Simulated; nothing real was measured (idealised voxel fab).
Proc. module: voxel transistor to metal
The cross-section shown here is cut; it is 140 nm wide and divided into square cells measuring 5 nm on a side.
Format of a cross-section: grid, square cells. Given as bands. Order: top down. Band: one or more rows of cells.
Top height, bottom height, nm. Materials left to right, width each, nm. Single material + "throughout" = fills band edge to edge. "air" = empty.
Zero point of the height axis is 0; under it, received wafer = one material. Lowest band: continues down indefinitely, "0 -> down".
Read "30->40" as a graded width: first number on top, second number at the bottom, same change between each pair of neighbouring rows.
Step note "nothing altered" = no cross-section cell changed.
Each empty space that has no open way to the top and spans at least 8 cells appears under "Fully sealed voids" as width x height at distance, the distance counted from the left edge, all in nm.
Text after the settings on a step's line: the simulator's own remark on that step.
When a step includes a mask, the "overlay nm" setting on its line states how far to the right of its planned place that mask lay, and negative values state how far to the left.

THESE ARE THE STEPS WE PLANNED FOR THE PROCESS
| 1 | RECEIVE | material Si |
| 2 | OXIDIZE | depth nm 5 |
| 3 | CONFORMAL_DEP | material SiN | thk nm 10 |
| 4 | PATTERN | tone cover | mask id ACTIVE | material resist | width nm 105 | thk nm 15 | overlay nm 0 |
| 5 | DIRECTIONAL_ETCH | etch materials SiN | depth nm 10 |
| 6 | DIRECTIONAL_ETCH | etch materials SiO2 | depth nm 5 |
| 7 | DIRECTIONAL_ETCH | etch materials Si | depth nm 25 |
| 8 | STRIP | etch materials resist |
| 9 | OXIDIZE | depth nm 5 |
| 10 | FILL_DEP | material SiO2 | thk nm 5 |
| 11 | CMP | height nm 10 |
| 12 | SELECTIVE_ETCH | etch materials SiO2 | depth nm 10 |
| 13 | STRIP | etch materials SiN |
| 14 | SELECTIVE_ETCH | etch materials SiO2 | depth nm 5 |
| 15 | OXIDIZE | depth nm 5 |
| 16 | DIRECTIONAL_DEP | material polySi | thk nm 25 |
| 17 | DIRECTIONAL_DEP | material SiCN | thk nm 15 |
| 18 | PATTERN | tone cover | mask id GATE | material resist | width nm 15 | thk nm 20 | overlay nm 0 |
| 19 | DIRECTIONAL_ETCH | etch materials SiCN | depth nm 25 |
| 20 | DIRECTIONAL_ETCH | etch materials polySi | depth nm 35 |
| 21 | STRIP | etch materials resist |
| 22 | CONFORMAL_DEP | material SiO2 | thk nm 5 |
| 23 | DIRECTIONAL_ETCH | etch materials SiO2 | depth nm 5 |
| 24 | CONFORMAL_DEP | material SiN | thk nm 5 |
| 25 | DIRECTIONAL_ETCH | etch materials SiN | depth nm 5 |
| 26 | DIRECTIONAL_ETCH | etch materials SiO2 | depth nm 5 |
| 27 | DIRECTIONAL_ETCH | etch materials Si | depth nm 10 |
| 28 | EPI | material SiGe | thk nm 10 |
| 29 | FILL_DEP | material SiO2 | thk nm 10 |
| 30 | CMP | height nm 35 |
| 31 | DIRECTIONAL_DEP | material SiO2 | thk nm 15 |
| 32 | MASKED_ETCH | tone open | mask id CONTACT | width nm 20 | pitch nm 75 | etch materials SiO2 | depth nm 60 | overlay nm 0 |
| 33 | CONFORMAL_DEP | material TiN | thk nm 5 |
| 34 | FILL_DEP | material W | thk nm 5 |
| 35 | CMP | height nm 50 |
| 36 | CONFORMAL_DEP | material SiN | thk nm 5 |
| 37 | DIRECTIONAL_DEP | material SiO2 | thk nm 25 |
| 38 | MASKED_ETCH | tone open | mask id METAL_1 | width nm 20 | pitch nm 75 | etch materials SiO2 | depth nm 25 | overlay nm 0 |
| 39 | MASKED_ETCH | tone open | mask id METAL_1 | width nm 20 | pitch nm 75 | etch materials SiN | depth nm 5 | overlay nm 0 |
| 40 | CONFORMAL_DEP | material TiN | thk nm 5 |
| 41 | FILL_DEP | material Cu | thk nm 10 |
| 42 | CMP | height nm 80 |
| 43 | CONFORMAL_DEP | material SiCN | thk nm 5 |
| 44 | DIRECTIONAL_DEP | material SiO2 | thk nm 35 |
| 45 | MASKED_ETCH | tone open | mask id METAL_2_HOLES | width nm 15 | pitch nm 75 | etch materials SiO2 | depth nm 35 | overlay nm 0 |
| 46 | DIRECTIONAL_DEP | material aC | thk nm 15 |
| 47 | PATTERN | tone open | mask id METAL_2 | material resist | width nm 20 | pitch nm 75 | thk nm 35 | overlay nm 0 |
| 48 | DIRECTIONAL_ETCH | etch materials aC | depth nm 15 |
| 49 | STRIP | etch materials resist |
| 50 | DIRECTIONAL_ETCH | etch materials SiO2 | depth nm 20 |
| 51 | DIRECTIONAL_ETCH | etch materials SiCN | depth nm 5 |
| 52 | STRIP | etch materials aC |
| 53 | CONFORMAL_DEP | material TiN | thk nm 5 |
| 54 | FILL_DEP | material Ru | thk nm 10 |
| 55 | CMP | height nm 120 |
| 56 | CONFORMAL_DEP | material SiN | thk nm 5 |

WAFER CROSS-SECTION ON RECEIPT, I.E. AFTER STEP 1
* 0 -> down | Si throughout
* Fully sealed voids: none

THIS IS HOW THE WAFER LOOKS IN CROSS-SECTION ONCE THE MODULE IS DONE, GIVEN THE STARTING STATE AND PLAN ABOVE AND ONE MISTAKE IN CARRYING THE PLAN OUT
* 140 -> 135 | SiN throughout
* 135 -> 125 | Ru throughout
* 125 -> 120 | 25 nm TiN, 10 nm Ru, 65 nm TiN, 10 nm Ru, 30 nm TiN
* 120 -> 105 | 20 nm SiO2, 5 nm TiN, 10 nm Ru, 5 nm TiN, 55 nm SiO2, 5 nm TiN, 10 nm Ru, 5 nm TiN, 25 nm SiO2
* 105 -> 100 | 20 nm SiO2, 5 nm TiN, 5 nm Ru, 10 nm TiN, 55 nm SiO2, 5 nm TiN, 5 nm Ru, 10 nm TiN, 25 nm SiO2
* 100 -> 85 | 20 nm SiO2, 5 nm TiN, 5 nm Ru, 5 nm TiN, 60 nm SiO2, 5 nm TiN, 5 nm Ru, 5 nm TiN, 30 nm SiO2
* 85 -> 80 | 20 nm SiCN, 15 nm TiN, 60 nm SiCN, 15 nm TiN, 30 nm SiCN
* 80 -> 55 | 20 nm SiO2, 5 nm TiN, 10 nm Cu, 5 nm TiN, 55 nm SiO2, 5 nm TiN, 10 nm Cu, 5 nm TiN, 25 nm SiO2
* 55 -> 50 | 20 nm SiN, 20 nm TiN, 55 nm SiN, 20 nm TiN, 25 nm SiN
* 50 -> 35 | 20 nm SiO2, 5 nm TiN, 10 nm W, 5 nm TiN, 55 nm SiO2, 5 nm TiN, 10 nm W, 5 nm TiN, 25 nm SiO2
* 35 -> 20 | 20 nm SiO2, 5 nm TiN, 10 nm W, 5 nm TiN, 10 nm SiO2, 5 nm SiN, 5 nm SiO2, 15 nm SiCN, 5 nm SiO2, 5 nm SiN, 10 nm SiO2, 5 nm TiN, 10 nm W, 5 nm TiN, 25 nm SiO2
* 20 -> 0 | 20 nm SiO2, 5 nm TiN, 10 nm W, 5 nm TiN, 10 nm SiO2, 5 nm SiN, 5 nm SiO2, 15 nm polySi, 5 nm SiO2, 5 nm SiN, 10 nm SiO2, 5 nm TiN, 10 nm W, 5 nm TiN, 25 nm SiO2
* 0 -> -5 | 20 nm SiO2, 5 nm TiN, 10 nm W, 5 nm TiN, 10 nm SiGe, 5 nm SiN, 5 nm SiO2, 15 nm polySi, 5 nm SiO2, 5 nm SiN, 10 nm SiGe, 5 nm TiN, 10 nm W, 5 nm TiN, 25 nm SiO2
* -5 -> -10 | 20 nm SiO2, 20 nm TiN, 10 nm SiGe, 35 nm SiO2, 10 nm SiGe, 20 nm TiN, 25 nm SiO2
* -10 -> -20 | 20 nm SiO2, 30 nm SiGe, 35 nm Si, 30 nm SiGe, 25 nm SiO2
* -20 -> -35 | 20 nm SiO2, 95 nm Si, 25 nm SiO2
* -35 -> down | Si throughout
* Fully sealed voids: none
The plan and the run diverged here: it should be noted that step 55 of the plan was omitted and was not performed
